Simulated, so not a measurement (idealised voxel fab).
Title: Process Module voxel capacitor over wiring
Square cells of 5 nm make up the cross-section cut, whose width is 230 nm.
This document writes a cross-section as a grid whose cells are square, and gives it as bands, listed from the top down; one or more rows of cells form a band. Band: top height; bottom height; in nm. Then, left to right: material with width in nm, for each material. "throughout": a single material spanning edge to edge. "empty": empty space. The level at which height equals 0 is the one under which the wafer, as it arrives, is entirely one material. No lower edge exists for the bottom band, which continues downward and is notated as in "z 0 and below". The expression "30 to 40" gives the width at the extremes of the band, the first number at its top row of cells and the second at its bottom row, with the width changing by equal amounts from each row to the next in between. Take "nothing was modified" at face value: in the step it is given for, the cross-section changed in none of its cells. The label "Fully closed voids" introduces a list of the empty spaces, 8 cells or larger, that have no open way up to the top; each entry in it reads width x height at distance, where the distance is taken from the left edge and all three are stated in nm. Step line, after settings: the simulator's comment on this step. When a step includes a mask, the "overlay nm" setting on its line states how far to the right of its planned place that mask lay, and negative values state how far to the left.
-- The process steps that were planned are listed below
1,RECEIVE | material Si
2,CONFORMAL_DEP | material SiO2 | thk nm 15
3,DIRECTIONAL_DEP | material TiN | thk nm 5
4,DIRECTIONAL_DEP | material Ru | thk nm 20
5,PATTERN | tone cover | mask id METAL_1 | material resist | width nm 30 | pitch nm 80 | thk nm 20 | overlay nm 0
6,DIRECTIONAL_ETCH | etch materials Ru | depth nm 20
7,DIRECTIONAL_ETCH | etch materials TiN | depth nm 5
8,STRIP | etch materials resist
9,CONFORMAL_DEP | material SiN | thk nm 5
10,FILL_DEP | material lowk | thk nm 10
11,CMP | height nm 40
12,CONFORMAL_DEP | material SiCN | thk nm 5
13,DIRECTIONAL_DEP | material lowk | thk nm 15
14,MASKED_ETCH | tone open | mask id PLUG_1 | width nm 15 | etch materials lowk | depth nm 15 | overlay nm 0
15,MASKED_ETCH | tone open | mask id PLUG_1 | width nm 15 | etch materials SiCN | depth nm 5 | overlay nm 0
16,CONFORMAL_DEP | material TiN | thk nm 5
17,FILL_DEP | material W | thk nm 5
18,CMP | height nm 60
19,DIRECTIONAL_DEP | material TiN | thk nm 5
20,DIRECTIONAL_DEP | material HfO2 | thk nm 5
21,DIRECTIONAL_DEP | material TiN | thk nm 5
22,PATTERN | tone cover | mask id UPPER_PLATE | material resist | width nm 55 | thk nm 20 | overlay nm 0
23,DIRECTIONAL_ETCH | etch materials TiN | depth nm 5
24,DIRECTIONAL_ETCH | etch materials HfO2 | depth nm 5
25,STRIP | etch materials resist
26,DIRECTIONAL_DEP | material aC | thk nm 15
27,PATTERN | tone cover | mask id LOWER_PLATE | material resist | width nm 65 | thk nm 30 | overlay nm 0
28,DIRECTIONAL_ETCH | etch materials aC | depth nm 15
29,STRIP | etch materials resist
30,DIRECTIONAL_ETCH | etch materials TiN | depth nm 5
31,STRIP | etch materials aC
32,FILL_DEP | material SiO2 | thk nm 15
33,CMP | height nm 85
34,DIRECTIONAL_DEP | material aC | thk nm 10
35,PATTERN | tone open | mask id PLUG_2 | material resist | width nm 15 | thk nm 30 | overlay nm 0
36,DIRECTIONAL_ETCH | etch materials aC | depth nm 10
37,STRIP | etch materials resist
38,DIRECTIONAL_ETCH | etch materials SiO2 | depth nm 10
39,STRIP | etch materials aC
40,CONFORMAL_DEP | material TiN | thk nm 5
41,FILL_DEP | material W | thk nm 10
42,CMP | height nm 85
43,CONFORMAL_DEP | material SiCN | thk nm 5
-- Cross-section of the wafer as it came to us, i.e., already through step 1
	z 0 and below | Si throughout
	Fully closed voids: none
-- Run as planned - first of the two wafers cross-sectioned at the end of the module
	z 90 to 85 | SiCN throughout
	z 85 to 80 | 85 nm SiO2  5 nm TiN  5 nm W  5 nm TiN  130 nm SiO2
	z 80 to 70 | 85 to 75 nm SiO2  15 to 55 nm TiN  130 to 100 nm SiO2
	z 70 to 65 | 75 nm SiO2  55 nm HfO2  100 nm SiO2
	z 65 to 60 | 70 nm SiO2  65 nm TiN  95 nm SiO2
	z 60 to 45 | 75 nm lowk  5 nm TiN  5 nm W  5 nm TiN  140 nm lowk
	z 45 to 40 | 75 nm SiCN  15 nm TiN  140 nm SiCN
	z 40 to 20 | 55 nm lowk  5 nm SiN  30 nm Ru  5 nm SiN  40 nm lowk  5 nm SiN  30 nm Ru  5 nm SiN  55 nm lowk
	z 20 to 15 | 60 nm SiN  30 nm TiN  50 nm SiN  30 nm TiN  60 nm SiN
	z 15 to 0 | SiO2 throughout
	z 0 and below | Si throughout
	Fully closed voids: none
-- What the second wafer looks like in cross-section once the module is done. Its start and its plan matched the first wafer's exactly; what differed was one mistake in how it was run
	z 90 to 85 | SiCN throughout
	z 85 to 80 | 80 nm SiO2  5 nm TiN  15 nm W  5 nm TiN  125 nm SiO2
	z 80 to 70 | 80 to 75 nm SiO2  25 to 55 nm TiN  125 to 100 nm SiO2
	z 70 to 65 | 75 nm SiO2  55 nm HfO2  100 nm SiO2
	z 65 to 60 | 70 nm SiO2  65 nm TiN  95 nm SiO2
	z 60 to 45 | 75 nm lowk  5 nm TiN  5 nm W  5 nm TiN  140 nm lowk
	z 45 to 40 | 75 nm SiCN  15 nm TiN  140 nm SiCN
	z 40 to 20 | 55 nm lowk  5 nm SiN  30 nm Ru  5 nm SiN  40 nm lowk  5 nm SiN  30 nm Ru  5 nm SiN  55 nm lowk
	z 20 to 15 | 60 nm SiN  30 nm TiN  50 nm SiN  30 nm TiN  60 nm SiN
	z 15 to 0 | SiO2 throughout
	z 0 and below | Si throughout
	Fully closed voids: none
Diagnosis: step 35 off recipe, ran as PATTERN | tone open | mask id PLUG_2 | material resist | width nm 25 | thk nm 30 | overlay nm 0
Wrapping up, a cell-based count of both wafers puts the second over or under the first for these materials: SiO2: 4 fewer | TiN: 2 more | W: 2 more
